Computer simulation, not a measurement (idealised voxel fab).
The process module that follows is named voxel self aligned vias.
Displayed cross-section: cut, width of 205 nm, square cells sized 5 nm.
In what follows, cross-sections appear as grids of square cells, described through bands that run from the top down, where every band is one or more rows of cells. Band entry format. Leading values: height of top, height of bottom, nm. Remainder: materials in left-to-right order, each with its width in nm. Special words: "throughout" on a single material, which then fills the band edge to edge; "blank", empty space. Measure heights from 0. That's the level where, below it, the as-received wafer is all one material. The lowest band is bottomless and extends downward; write it as in "z 0 and below". When a width is written as two numbers, as in "30 to 40", the first number is the width in the top row of cells of the band and the second is the width in its bottom row, and the width changes by the same amount from each row to the next. "nothing changed" (step): cross-section cells unchanged, all of them. Enclosed voids (no open way to top), threshold 8 cells or more, entry "Fully closed voids", notation width x height at distance, distance from left edge, nm. On each step's line, the part that comes after the settings is the simulator's own comment on the step. "overlay nm" denotes, for a step that has a mask, the displacement of the mask to the right of its planned place, with negative values corresponding to the left.

THE PROCESS STEPS THAT WERE PLANNED ARE LISTED BELOW
step 1: RECEIVE, material Si
step 2: CONFORMAL_DEP, material SiO2, thk nm 10
step 3: CONFORMAL_DEP, material SiCN, thk nm 5
step 4: DIRECTIONAL_DEP, material lowk, thk nm 20
step 5: DIRECTIONAL_DEP, material aC, thk nm 10
step 6: PATTERN, tone open, mask id LINES, material resist, width nm 30, pitch nm 80, thk nm 30, overlay nm 0
step 7: DIRECTIONAL_ETCH, etch materials aC, depth nm 10
step 8: STRIP, etch materials resist
step 9: DIRECTIONAL_ETCH, etch materials lowk, depth nm 20
step 10: STRIP, etch materials aC
step 11: CONFORMAL_DEP, material TiN, thk nm 5
step 12: FILL_DEP, material Ru, thk nm 5
step 13: CMP, height nm 35
step 14: SELECTIVE_ETCH, etch materials W Ru TiN, depth nm 10
step 15: FILL_DEP, material SiN, thk nm 10
step 16: CMP, height nm 35
step 17: DIRECTIONAL_DEP, material lowk, thk nm 15
step 18: DIRECTIONAL_DEP, material aC, thk nm 10
step 19: PATTERN, tone open, mask id VIAS, material resist, width nm 50, thk nm 30, overlay nm 0
step 20: DIRECTIONAL_ETCH, etch materials aC, depth nm 10
step 21: STRIP, etch materials resist
step 22: DIRECTIONAL_ETCH, etch materials lowk, depth nm 15
step 23: DIRECTIONAL_ETCH, etch materials SiN, depth nm 10
step 24: STRIP, etch materials aC
step 25: CONFORMAL_DEP, material TiN, thk nm 5
step 26: FILL_DEP, material W, thk nm 10
step 27: CMP, height nm 50
step 28: CONFORMAL_DEP, material SiN, thk nm 5

CROSS-SECTIONAL VIEW OF THE WAFER IN ITS AS-RECEIVED CONDITION, CORRESPONDING TO THE STATE AFTER STEP 1
> z 0 and below  Si throughout
> Fully closed voids: none

ONE MISTAKE IN RUNNING THE MODULE, OTHERWISE START AND PLAN AS ABOVE: CROSS-SECTION AT THE END
> z 55 to 50  SiN throughout
> z 50 to 45  TiN 40 nm | W 40 nm | TiN 125 nm
> z 45 to 35  lowk 35 nm | TiN 5 nm | W 40 nm | TiN 5 nm | lowk 120 nm
> z 35 to 30  lowk 35 nm | TiN 15 nm | W 20 nm | TiN 15 nm | lowk 40 nm | SiN 30 nm | lowk 50 nm
> z 30 to 25  lowk 45 nm | TiN 30 nm | lowk 50 nm | SiN 30 nm | lowk 50 nm
> z 25 to 20  lowk 45 nm | TiN 5 nm | Ru 20 nm | TiN 5 nm | lowk 50 nm | TiN 5 nm | Ru 20 nm | TiN 5 nm | lowk 50 nm
> z 20 to 15  lowk 45 nm | TiN 30 nm | lowk 50 nm | TiN 30 nm | lowk 50 nm
> z 15 to 10  SiCN throughout
> z 10 to 0  SiO2 throughout
> z 0 and below  Si throughout
> Fully closed voids: none
Where did the run depart from the plan? step 17 was processed under conditions differing from the plan, specifically as DIRECTIONAL_DEP, material lowk, thk nm 10
